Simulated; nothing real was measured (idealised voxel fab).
A process module follows: voxel capacitor over wiring.
cross-section cut | 280 nm wide | cells 5 nm
For the purposes of this document, a cross-section shall be understood as a grid of square cells, specified as bands listed in top-to-bottom order, each band consisting of one or more rows of cells. First you get the band's top height and its bottom height, in nm, and then the materials it's made of, left to right, with each width in nm. If you see a single material with "all across", that one covers the band edge to edge. "empty" is empty space. For the purposes of this specification, 0 denotes the height below which the wafer in its as-received condition is composed wholly of one material, and the lowermost band, lacking a lower limit, extends downward without end, as expressed in "z 0 and below". The width entry "30..40" should be interpreted row by row: the top row of cells in the band takes the first number, the bottom row takes the second number, and the change between adjacent rows is uniform throughout. Step marked "nothing got changed"? Then no cell in the cross-section changed in it. Voids not open to the top, 8 cells minimum: see "Cavities, sealed". Written width x height at distance; distance is from the left edge; nm. The remark found on a step's line after its settings is issued by the simulator itself and pertains to that step. overlay nm: mask right of planned place by this much (step with mask). Neg. = left.
Steps in the process plan
1: RECEIVE: material Si
2: CONFORMAL_DEP: material SiO2, thk nm 10
3: CONFORMAL_DEP: material SiCN, thk nm 5
4: DIRECTIONAL_DEP: material lowk, thk nm 25
5: PATTERN: tone open, mask id METAL_1, material resist, width nm 25, pitch nm 90, thk nm 15, overlay nm 0
6: DIRECTIONAL_ETCH: etch materials lowk, depth nm 25
7: DIRECTIONAL_ETCH: etch materials SiCN, depth nm 5
8: STRIP: etch materials resist
9: CONFORMAL_DEP: material TiN, thk nm 5
10: FILL_DEP: material Cu, thk nm 10
11: CMP: height nm 40
12: CONFORMAL_DEP: material SiCN, thk nm 5
13: DIRECTIONAL_DEP: material SiO2, thk nm 15
14: DIRECTIONAL_DEP: material aC, thk nm 10
15: PATTERN: tone open, mask id PLUG_1, material resist, width nm 15, thk nm 30, overlay nm 0
16: DIRECTIONAL_ETCH: etch materials aC, depth nm 10
17: STRIP: etch materials resist
18: DIRECTIONAL_ETCH: etch materials SiO2, depth nm 15
19: DIRECTIONAL_ETCH: etch materials SiCN, depth nm 5
20: STRIP: etch materials aC
21: EPI: material Ru, thk nm 10
22: EPI: material Ru, thk nm 10
23: DIRECTIONAL_DEP: material TiN, thk nm 10
24: DIRECTIONAL_DEP: material HfO2, thk nm 5
25: DIRECTIONAL_DEP: material TiN, thk nm 10
26: MASKED_ETCH: tone cover, mask id UPPER_PLATE, width nm 70, etch materials TiN, depth nm 10, overlay nm 0
27: MASKED_ETCH: tone cover, mask id UPPER_PLATE, width nm 70, etch materials HfO2, depth nm 5, overlay nm 0
28: MASKED_ETCH: tone cover, mask id LOWER_PLATE, width nm 80, etch materials TiN, depth nm 10, overlay nm 0
29: FILL_DEP: material SiO2, thk nm 20
30: CMP: height nm 100
31: PATTERN: tone open, mask id PLUG_2, material resist, width nm 15, thk nm 20, overlay nm 0
32: DIRECTIONAL_ETCH: etch materials SiO2, depth nm 15
33: STRIP: etch materials resist
34: CONFORMAL_DEP: material TiN, thk nm 5
35: FILL_DEP: material Ru, thk nm 5
36: CMP: height nm 100
37: CONFORMAL_DEP: material SiN, thk nm 5
The first of the two wafers, which ran as planned
As received (post step 1): cross-section
* z 0 and below  Si all across
* Cavities, sealed: none
after step 2
* z 10 to 0  SiO2 all across
* At heights below 0, the structure remains unaltered.
after step 3
* z 15 to 10  SiCN all across
* At heights below 10, the structure remains unaltered.
after step 4
* z 40 to 15  lowk all across
* At heights below 15, the structure remains unaltered.
after step 5
* z 55 to 40  resist (80)  empty (25)  resist (65)  empty (25)  resist (85)
* At heights below 40, the structure remains unaltered.
after step 6
* z 55 to 40  resist (80)  empty (25)  resist (65)  empty (25)  resist (85)
* z 40 to 15  lowk (80)  empty (25)  lowk (65)  empty (25)  lowk (85)
* At heights below 15, the structure remains unaltered.
after step 7
* z 55 to 40  resist (80)  empty (25)  resist (65)  empty (25)  resist (85)
* z 40 to 15  lowk (80)  empty (25)  lowk (65)  empty (25)  lowk (85)
* z 15 to 10  SiCN (80)  empty (25)  SiCN (65)  empty (25)  SiCN (85)
* At heights below 10, the structure remains unaltered.
after step 8
* z 40 to 15  lowk (80)  empty (25)  lowk (65)  empty (25)  lowk (85)
* At heights below 15, the structure remains unaltered.
after step 9
* z 45 to 40  TiN (85)  empty (15)  TiN (75)  empty (15)  TiN (90)
* z 40 to 15  lowk (80)  TiN (5)  empty (15)  TiN (5)  lowk (65)  TiN (5)  empty (15)  TiN (5)  lowk (85)
* z 15 to 10  SiCN (80)  TiN (25)  SiCN (65)  TiN (25)  SiCN (85)
* At heights below 10, the structure remains unaltered.
after step 10
* z 55 to 45  Cu all across
* z 45 to 40  TiN (85)  Cu (15)  TiN (75)  Cu (15)  TiN (90)
* z 40 to 15  lowk (80)  TiN (5)  Cu (15)  TiN (5)  lowk (65)  TiN (5)  Cu (15)  TiN (5)  lowk (85)
* At heights below 15, the structure remains unaltered.
after step 11
* z 40 to 15  lowk (80)  TiN (5)  Cu (15)  TiN (5)  lowk (65)  TiN (5)  Cu (15)  TiN (5)  lowk (85)
* At heights below 15, the structure remains unaltered.
after step 12
* z 45 to 40  SiCN all across
* At heights below 40, the structure remains unaltered.
after step 13
* z 60 to 45  SiO2 all across
* At heights below 45, the structure remains unaltered.
after step 14
* z 70 to 60  aC all across
* At heights below 60, the structure remains unaltered.
after step 15
* z 100 to 70  resist (90)  empty (15)  resist (175)
* At heights below 70, the structure remains unaltered.
after step 16
* z 90 to 70  resist (90)  empty (15)  resist (175)
* z 70 to 60  aC (90)  empty (15)  aC (175)
* At heights below 60, the structure remains unaltered.
after step 17
* z 70 to 60  aC (90)  empty (15)  aC (175)
* At heights below 60, the structure remains unaltered.
after step 18
* z 70 to 60  aC (90)  empty (15)  aC (175)
* z 60 to 45  SiO2 (90)  empty (15)  SiO2 (175)
* At heights below 45, the structure remains unaltered.
after step 19
* z 70 to 60  aC (90)  empty (15)  aC (175)
* z 60 to 45  SiO2 (90)  empty (15)  SiO2 (175)
* z 45 to 40  SiCN (90)  empty (15)  SiCN (175)
* At heights below 40, the structure remains unaltered.
after step 20
* z 60 to 45  SiO2 (90)  empty (15)  SiO2 (175)
* At heights below 45, the structure remains unaltered.
after step 21
* z 60 to 50  SiO2 (90)  empty (15)  SiO2 (175)
* z 50 to 45  SiO2 (90)  Ru (15)  SiO2 (175)
* z 45 to 40  SiCN (90)  Ru (15)  SiCN (175)
* At heights below 40, the structure remains unaltered.
after step 22
* z 60 to 45  SiO2 (90)  Ru (15)  SiO2 (175)
* At heights below 45, the structure remains unaltered.
after step 23
* z 70 to 60  TiN all across
* At heights below 60, the structure remains unaltered.
after step 24
* z 75 to 70  HfO2 all across
* At heights below 70, the structure remains unaltered.
after step 25
* z 85 to 75  TiN all across
* At heights below 75, the structure remains unaltered.
after step 26
* z 85 to 75  empty (90)  TiN (70)  empty (120)
* At heights below 75, the structure remains unaltered.
after step 27
* z 85 to 75  empty (90)  TiN (70)  empty (120)
* z 75 to 70  empty (90)  HfO2 (70)  empty (120)
* At heights below 70, the structure remains unaltered.
after step 28
* z 85 to 75  empty (90)  TiN (70)  empty (120)
* z 75 to 70  empty (90)  HfO2 (70)  empty (120)
* z 70 to 60  empty (85)  TiN (80)  empty (115)
* At heights below 60, the structure remains unaltered.
after step 29
* z 105 to 85  SiO2 all across
* z 85 to 75  SiO2 (90)  TiN (70)  SiO2 (120)
* z 75 to 70  SiO2 (90)  HfO2 (70)  SiO2 (120)
* z 70 to 60  SiO2 (85)  TiN (80)  SiO2 (115)
* At heights below 60, the structure remains unaltered.
after step 30
* z 100 to 85  SiO2 all across
* At heights below 85, the structure remains unaltered.
after step 31
* z 120 to 100  resist (100)  empty (15)  resist (165)
* At heights below 100, the structure remains unaltered.
after step 32
* z 120 to 100  resist (100)  empty (15)  resist (165)
* z 100 to 85  SiO2 (100)  empty (15)  SiO2 (165)
* At heights below 85, the structure remains unaltered.
after step 33
* z 100 to 85  SiO2 (100)  empty (15)  SiO2 (165)
* At heights below 85, the structure remains unaltered.
after step 34
* z 105 to 100  TiN (105)  empty (5)  TiN (170)
* z 100 to 90  SiO2 (100)  TiN (5)  empty (5)  TiN (5)  SiO2 (165)
* z 90 to 85  SiO2 (100)  TiN (15)  SiO2 (165)
* At heights below 85, the structure remains unaltered.
after step 35
* z 110 to 105  Ru all across
* z 105 to 100  TiN (105)  Ru (5)  TiN (170)
* z 100 to 90  SiO2 (100)  TiN (5)  Ru (5)  TiN (5)  SiO2 (165)
* At heights below 90, the structure remains unaltered.
after step 36
* z 100 to 90  SiO2 (100)  TiN (5)  Ru (5)  TiN (5)  SiO2 (165)
* At heights below 90, the structure remains unaltered.
after step 37
* z 105 to 100  SiN all across
* At heights below 100, the structure remains unaltered.
Second wafer, same starting conditions and recipe as the first, one mistake in executing it, nothing differs from the first up to and including step 26
Cross-sectional view of the second wafer at the intended end time of process step 27
* z 85 to 75  empty (90)  TiN (70)  empty (120)
* z 75 to 70  empty (90)  HfO2 (80)  empty (110)
* At heights below 70, the structure remains unaltered.
Cross-sectional view of the second wafer at the intended end time of process step 28
* z 85 to 75  empty (90)  TiN (70)  empty (120)
* z 75 to 70  empty (90)  HfO2 (80)  empty (110)
* z 70 to 60  empty (85)  TiN (85)  empty (110)
* At heights below 60, the structure remains unaltered.
Cross-sectional view of the second wafer at the intended end time of process step 29
* z 105 to 85  SiO2 all across
* z 85 to 75  SiO2 (90)  TiN (70)  SiO2 (120)
* z 75 to 70  SiO2 (90)  HfO2 (80)  SiO2 (110)
* z 70 to 60  SiO2 (85)  TiN (85)  SiO2 (110)
* At heights below 60, the structure remains unaltered.
Cross-sectional view of the second wafer at the intended end time of process step 30
* z 100 to 85  SiO2 all across
* At heights below 85, the structure remains unaltered.
Cross-sectional view of the second wafer at the intended end time of process step 31
* z 120 to 100  resist (100)  empty (15)  resist (165)
* At heights below 100, the structure remains unaltered.
Cross-sectional view of the second wafer at the intended end time of process step 32
* z 120 to 100  resist (100)  empty (15)  resist (165)
* z 100 to 85  SiO2 (100)  empty (15)  SiO2 (165)
* At heights below 85, the structure remains unaltered.
Cross-sectional view of the second wafer at the intended end time of process step 33
* z 100 to 85  SiO2 (100)  empty (15)  SiO2 (165)
* At heights below 85, the structure remains unaltered.
Cross-sectional view of the second wafer at the intended end time of process step 34
* z 105 to 100  TiN (105)  empty (5)  TiN (170)
* z 100 to 90  SiO2 (100)  TiN (5)  empty (5)  TiN (5)  SiO2 (165)
* z 90 to 85  SiO2 (100)  TiN (15)  SiO2 (165)
* At heights below 85, the structure remains unaltered.
Cross-sectional view of the second wafer at the intended end time of process step 35
* z 110 to 105  Ru all across
* z 105 to 100  TiN (105)  Ru (5)  TiN (170)
* z 100 to 90  SiO2 (100)  TiN (5)  Ru (5)  TiN (5)  SiO2 (165)
* At heights below 90, the structure remains unaltered.
Cross-sectional view of the second wafer at the intended end time of process step 36
* z 100 to 90  SiO2 (100)  TiN (5)  Ru (5)  TiN (5)  SiO2 (165)
* At heights below 90, the structure remains unaltered.
Cross-sectional view of the second wafer at the intended end time of process step 37
* z 105 to 100  SiN all across
* At heights below 100, the structure remains unaltered.
Error vs. plan: step 27 went in with a setting other than planned; the actual run was MASKED_ETCH: tone cover, mask id UPPER_PLATE, width nm 70, etch materials HfO2, depth nm 5, overlay nm 10
Wrapping up, a cell-based count of both wafers puts the second over or under the first for these materials: HfO2: 2 more; SiO2: 4 fewer; TiN: 2 more
